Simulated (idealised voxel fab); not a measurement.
The following is a process module called voxel self aligned contacts.
Square cell edge 5 nm, section width 220 nm, ID cut.
If you're reading a cross-section in this doc, picture square cells in a grid; it comes to you as bands, top ones listed first down to the bottom, and a band can be one or more rows of cells. Band: top and bottom heights (nm) first, top before bottom; then materials from left to right, widths in nm. "throughout" marks a sole material filling the band edge to edge. "blank" denotes empty space. Counting heights begins at 0, where everything beneath is, in the wafer as received, one material. The lowest band has no bottom; it goes on downwards, as "0 nm and below" shows. A width given as "30->40" starts at the first number in the band's top row and ends at the second number in its bottom row, shifting by an equal amount at every step from row to row. The cross-section has no changed cell in any step marked "stayed the same". Closed empty spaces (no open way to the top) of 8 cells or more are what "Encapsulated voids" lists, each as width x height at distance from the left edge, nm for all three. Note: text after step settings on the step line = simulator remark on that step. "overlay nm" answers the question of how far to the right of plan the mask lay on a step that has a mask, and when it is negative the answer is to the left.
Steps planned for the process:
step 1: RECEIVE | material Si
step 2: CONFORMAL_DEP | material SiO2 | thk nm 5
step 3: DIRECTIONAL_DEP | material polySi | thk nm 25
step 4: DIRECTIONAL_DEP | material SiN | thk nm 15
step 5: PATTERN | tone cover | mask id GATE | material resist | width nm 35 | pitch nm 70 | thk nm 20 | overlay nm 0
step 6: DIRECTIONAL_ETCH | etch materials SiN | depth nm 15
step 7: DIRECTIONAL_ETCH | etch materials polySi | depth nm 25
step 8: STRIP | etch materials resist
step 9: CONFORMAL_DEP | material SiN | thk nm 5
step 10: DIRECTIONAL_ETCH | etch materials SiN | depth nm 5
step 11: FILL_DEP | material SiO2 | thk nm 10
step 12: CMP | height nm 50
step 13: DIRECTIONAL_DEP | material aC | thk nm 10
step 14: PATTERN | tone open | mask id CONTACT | material resist | width nm 55 | pitch nm 70 | thk nm 30 | overlay nm 0
step 15: DIRECTIONAL_ETCH | etch materials aC | depth nm 10
step 16: STRIP | etch materials resist
step 17: DIRECTIONAL_ETCH | etch materials SiO2 | depth nm 50
step 18: STRIP | etch materials aC
step 19: CONFORMAL_DEP | material TiN | thk nm 5
step 20: FILL_DEP | material Ru | thk nm 10
step 21: CMP | height nm 50
step 22: CONFORMAL_DEP | material SiCN | thk nm 5
Delivered wafer in cross-section: state after step 1:
- 0 nm and below | Si throughout
- Encapsulated voids: none
The first of two wafers, cross-sectioned at the end of the module, with the run proceeding as planned:
- 55 nm to 50 nm | SiCN throughout
- 50 nm to 45 nm | SiO2 45; TiN 20; Ru 15; TiN 20; SiO2 15; TiN 20; Ru 15; TiN 20; SiO2 50
- 45 nm to 30 nm | SiO2 15; SiN 45; TiN 5; Ru 15; TiN 5; SiN 45; TiN 5; Ru 15; TiN 5; SiN 45; SiO2 20
- 30 nm to 5 nm | SiO2 15; SiN 5; polySi 35; SiN 5; TiN 5; Ru 15; TiN 5; SiN 5; polySi 35; SiN 5; TiN 5; Ru 15; TiN 5; SiN 5; polySi 35; SiN 5; SiO2 20
- 5 nm to 0 nm | SiO2 60; TiN 25; SiO2 45; TiN 25; SiO2 65
- 0 nm and below | Si throughout
- Encapsulated voids: none
Second wafer of the two, sectioned at the end of the module. It began like the first and followed the same plan, but one mistake was made while running it:
- 55 nm to 50 nm | SiCN throughout
- 50 nm to 35 nm | SiO2 15; SiN 5; polySi 35; SiN 5; TiN 5; Ru 15; TiN 5; SiN 5; polySi 35; SiN 5; TiN 5; Ru 15; TiN 5; SiN 5; polySi 35; SiN 5; SiO2 20
- 35 nm to 30 nm | SiO2 15; SiN 5; polySi 35; SiN 5; TiN 25; SiN 5; polySi 35; SiN 5; TiN 25; SiN 5; polySi 35; SiN 5; SiO2 20
- 30 nm to 5 nm | polySi throughout
- 5 nm to 0 nm | SiO2 throughout
- 0 nm and below | Si throughout
- Encapsulated voids: none
Which mistake was made when the wafer was run? regarding the plan, step 3 was run twice
Looking at both finished wafers in cells, the second ends up ahead of or behind the first on some materials: 36 fewer of Ru | 87 fewer of SiN | 40 fewer of SiO2 | 36 fewer of TiN | 199 more of polySi
